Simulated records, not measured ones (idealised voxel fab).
Title: Process Module voxel self aligned contacts
The width of the displayed cross-section, cut, is 225 nm; its cells are square, with a size of 5 nm.
Reading order for cross-sections: top band down to bottom band. Underlying form: a grid of square cells. Band size: one or more rows of cells. Quick guide to a band line: top height, bottom height (nm) up front; then every material left to right with its width in nm. Only one material and it's marked "throughout"? Then it fills the band edge to edge. And "empty" just means empty space. For the purposes of this specification, 0 denotes the height below which the wafer in its as-received condition is composed wholly of one material, and the lowermost band, lacking a lower limit, extends downward without end, as expressed in "z 0 and below". Width "30..40": first value at the band's top row of cells, second value at its bottom row, equal change from row to row. "nothing different" after a step means that no cell of the cross-section changed. "Fully enclosed voids" lists enclosed empty spaces (at least 8 cells, no open path upward to the top), each as width x height at distance from the left edge, in nm. Heads up: the bit after the settings on a step's line is the simulator's remark on that step. overlay nm: step with mask; distance mask lay right of planned place; negative value = left of planned place.
**Steps in the process plan**
1 RECEIVE,material Si
2 CONFORMAL_DEP,material SiO2,thk nm 5
3 DIRECTIONAL_DEP,material polySi,thk nm 30
4 DIRECTIONAL_DEP,material SiN,thk nm 20
5 PATTERN,tone cover,mask id GATE,material resist,width nm 25,pitch nm 60,thk nm 20,overlay nm 0
6 DIRECTIONAL_ETCH,etch materials SiN,depth nm 20
7 DIRECTIONAL_ETCH,etch materials polySi,depth nm 30
8 STRIP,etch materials resist
9 CONFORMAL_DEP,material SiN,thk nm 5
10 DIRECTIONAL_ETCH,etch materials SiN,depth nm 5
11 FILL_DEP,material SiO2,thk nm 15
12 CMP,height nm 60
13 MASKED_ETCH,tone open,mask id CONTACT,width nm 45,etch materials SiO2,depth nm 60,overlay nm 0
14 CONFORMAL_DEP,material TiN,thk nm 5
15 FILL_DEP,material Ru,thk nm 10
16 CMP,height nm 60
17 CONFORMAL_DEP,material SiCN,thk nm 5
**Concerning the first of two wafers, which was run in accordance with the plan**
**This is the cross-section of the wafer as we received it, i.e. after step 1**
> z 0 and below = Si throughout
> Fully enclosed voids: none
**Cross-section of the wafer after step 2**
> z 5 to 0 = SiO2 throughout
> For the remainder of the cross-section, below 0, there is no change.
**Cross-section of the wafer after step 3**
> z 35 to 5 = polySi throughout
> For the remainder of the cross-section, below 5, there is no change.
**Cross-section of the wafer after step 4**
> z 55 to 35 = SiN throughout
> For the remainder of the cross-section, below 35, there is no change.
**Cross-section of the wafer after step 5**
> z 75 to 55 = 70 of empty, then 25 of resist, then 35 of empty, then 25 of resist, then 70 of empty
> For the remainder of the cross-section, below 55, there is no change.
**Cross-section of the wafer after step 6**
> z 75 to 55 = 70 of empty, then 25 of resist, then 35 of empty, then 25 of resist, then 70 of empty
> z 55 to 35 = 70 of empty, then 25 of SiN, then 35 of empty, then 25 of SiN, then 70 of empty
> For the remainder of the cross-section, below 35, there is no change.
**Cross-section of the wafer after step 7**
> z 75 to 55 = 70 of empty, then 25 of resist, then 35 of empty, then 25 of resist, then 70 of empty
> z 55 to 35 = 70 of empty, then 25 of SiN, then 35 of empty, then 25 of SiN, then 70 of empty
> z 35 to 5 = 70 of empty, then 25 of polySi, then 35 of empty, then 25 of polySi, then 70 of empty
> For the remainder of the cross-section, below 5, there is no change.
**Cross-section of the wafer after step 8**
> z 55 to 35 = 70 of empty, then 25 of SiN, then 35 of empty, then 25 of SiN, then 70 of empty
> For the remainder of the cross-section, below 35, there is no change.
**Cross-section of the wafer after step 9**
> z 60 to 35 = 65 of empty, then 35 of SiN, then 25 of empty, then 35 of SiN, then 65 of empty
> z 35 to 10 = 65 of empty, then 5 of SiN, then 25 of polySi, then 5 of SiN, then 25 of empty, then 5 of SiN, then 25 of polySi, then 5 of SiN, then 65 of empty
> z 10 to 5 = 70 of SiN, then 25 of polySi, then 35 of SiN, then 25 of polySi, then 70 of SiN
> For the remainder of the cross-section, below 5, there is no change.
**Cross-section of the wafer after step 10**
> z 55 to 35 = 65 of empty, then 35 of SiN, then 25 of empty, then 35 of SiN, then 65 of empty
> z 35 to 5 = 65 of empty, then 5 of SiN, then 25 of polySi, then 5 of SiN, then 25 of empty, then 5 of SiN, then 25 of polySi, then 5 of SiN, then 65 of empty
> For the remainder of the cross-section, below 5, there is no change.
**Cross-section of the wafer after step 11**
> z 70 to 55 = SiO2 throughout
> z 55 to 35 = 65 of SiO2, then 35 of SiN, then 25 of SiO2, then 35 of SiN, then 65 of SiO2
> z 35 to 5 = 65 of SiO2, then 5 of SiN, then 25 of polySi, then 5 of SiN, then 25 of SiO2, then 5 of SiN, then 25 of polySi, then 5 of SiN, then 65 of SiO2
> For the remainder of the cross-section, below 5, there is no change.
**Cross-section of the wafer after step 12**
> z 60 to 55 = SiO2 throughout
> For the remainder of the cross-section, below 55, there is no change.
**Cross-section of the wafer after step 13**
> z 60 to 55 = 90 of SiO2, then 45 of empty, then 90 of SiO2
> z 55 to 35 = 65 of SiO2, then 35 of SiN, then 25 of empty, then 35 of SiN, then 65 of SiO2
> z 35 to 5 = 65 of SiO2, then 5 of SiN, then 25 of polySi, then 5 of SiN, then 25 of empty, then 5 of SiN, then 25 of polySi, then 5 of SiN, then 65 of SiO2
> z 5 to 0 = 100 of SiO2, then 25 of empty, then 100 of SiO2
> For the remainder of the cross-section, below 0, there is no change.
**Cross-section of the wafer after step 14**
> z 65 to 60 = 95 of TiN, then 35 of empty, then 95 of TiN
> z 60 to 55 = 90 of SiO2, then 15 of TiN, then 15 of empty, then 15 of TiN, then 90 of SiO2
> z 55 to 35 = 65 of SiO2, then 35 of SiN, then 5 of TiN, then 15 of empty, then 5 of TiN, then 35 of SiN, then 65 of SiO2
> z 35 to 5 = 65 of SiO2, then 5 of SiN, then 25 of polySi, then 5 of SiN, then 5 of TiN, then 15 of empty, then 5 of TiN, then 5 of SiN, then 25 of polySi, then 5 of SiN, then 65 of SiO2
> z 5 to 0 = 100 of SiO2, then 25 of TiN, then 100 of SiO2
> For the remainder of the cross-section, below 0, there is no change.
**Cross-section of the wafer after step 15**
> z 75 to 65 = Ru throughout
> z 65 to 60 = 95 of TiN, then 35 of Ru, then 95 of TiN
> z 60 to 55 = 90 of SiO2, then 15 of TiN, then 15 of Ru, then 15 of TiN, then 90 of SiO2
> z 55 to 35 = 65 of SiO2, then 35 of SiN, then 5 of TiN, then 15 of Ru, then 5 of TiN, then 35 of SiN, then 65 of SiO2
> z 35 to 5 = 65 of SiO2, then 5 of SiN, then 25 of polySi, then 5 of SiN, then 5 of TiN, then 15 of Ru, then 5 of TiN, then 5 of SiN, then 25 of polySi, then 5 of SiN, then 65 of SiO2
> For the remainder of the cross-section, below 5, there is no change.
**Cross-section of the wafer after step 16**
> z 60 to 55 = 90 of SiO2, then 15 of TiN, then 15 of Ru, then 15 of TiN, then 90 of SiO2
> For the remainder of the cross-section, below 55, there is no change.
**Cross-section of the wafer after step 17**
> z 65 to 60 = SiCN throughout
> For the remainder of the cross-section, below 60, there is no change.
**Regarding the second of the two wafers: it shared the first wafer's starting condition and process plan, yet one error occurred during its execution. Its history coincides with that of the first wafer up to and including step 12**
**The second wafer in cross-section, at the planned close of step 13**
> z 60 to 55 = 95 of SiO2, then 35 of empty, then 95 of SiO2
> z 55 to 35 = 65 of SiO2, then 35 of SiN, then 25 of empty, then 35 of SiN, then 65 of SiO2
> z 35 to 5 = 65 of SiO2, then 5 of SiN, then 25 of polySi, then 5 of SiN, then 25 of empty, then 5 of SiN, then 25 of polySi, then 5 of SiN, then 65 of SiO2
> z 5 to 0 = 100 of SiO2, then 25 of empty, then 100 of SiO2
> For the remainder of the cross-section, below 0, there is no change.
**The second wafer in cross-section, at the planned close of step 14**
> z 65 to 60 = 100 of TiN, then 25 of empty, then 100 of TiN
> z 60 to 55 = 95 of SiO2, then 10 of TiN, then 15 of empty, then 10 of TiN, then 95 of SiO2
> z 55 to 35 = 65 of SiO2, then 35 of SiN, then 5 of TiN, then 15 of empty, then 5 of TiN, then 35 of SiN, then 65 of SiO2
> z 35 to 5 = 65 of SiO2, then 5 of SiN, then 25 of polySi, then 5 of SiN, then 5 of TiN, then 15 of empty, then 5 of TiN, then 5 of SiN, then 25 of polySi, then 5 of SiN, then 65 of SiO2
> z 5 to 0 = 100 of SiO2, then 25 of TiN, then 100 of SiO2
> For the remainder of the cross-section, below 0, there is no change.
**The second wafer in cross-section, at the planned close of step 15**
> z 75 to 65 = Ru throughout
> z 65 to 60 = 100 of TiN, then 25 of Ru, then 100 of TiN
> z 60 to 55 = 95 of SiO2, then 10 of TiN, then 15 of Ru, then 10 of TiN, then 95 of SiO2
> z 55 to 35 = 65 of SiO2, then 35 of SiN, then 5 of TiN, then 15 of Ru, then 5 of TiN, then 35 of SiN, then 65 of SiO2
> z 35 to 5 = 65 of SiO2, then 5 of SiN, then 25 of polySi, then 5 of SiN, then 5 of TiN, then 15 of Ru, then 5 of TiN, then 5 of SiN, then 25 of polySi, then 5 of SiN, then 65 of SiO2
> For the remainder of the cross-section, below 5, there is no change.
**The second wafer in cross-section, at the planned close of step 16**
> z 60 to 55 = 95 of SiO2, then 10 of TiN, then 15 of Ru, then 10 of TiN, then 95 of SiO2
> For the remainder of the cross-section, below 55, there is no change.
**The second wafer in cross-section, at the planned close of step 17**
> z 65 to 60 = SiCN throughout
> For the remainder of the cross-section, below 60, there is no change.
Where did the run depart from the plan? step 13 deviated from plan and actually ran as MASKED_ETCH,tone open,mask id CONTACT,width nm 35,etch materials SiO2,depth nm 60,overlay nm 0
Heads up, by the end the second wafer has more or fewer cells of some materials compared to the first: 2 more of SiO2 | 2 fewer of TiN
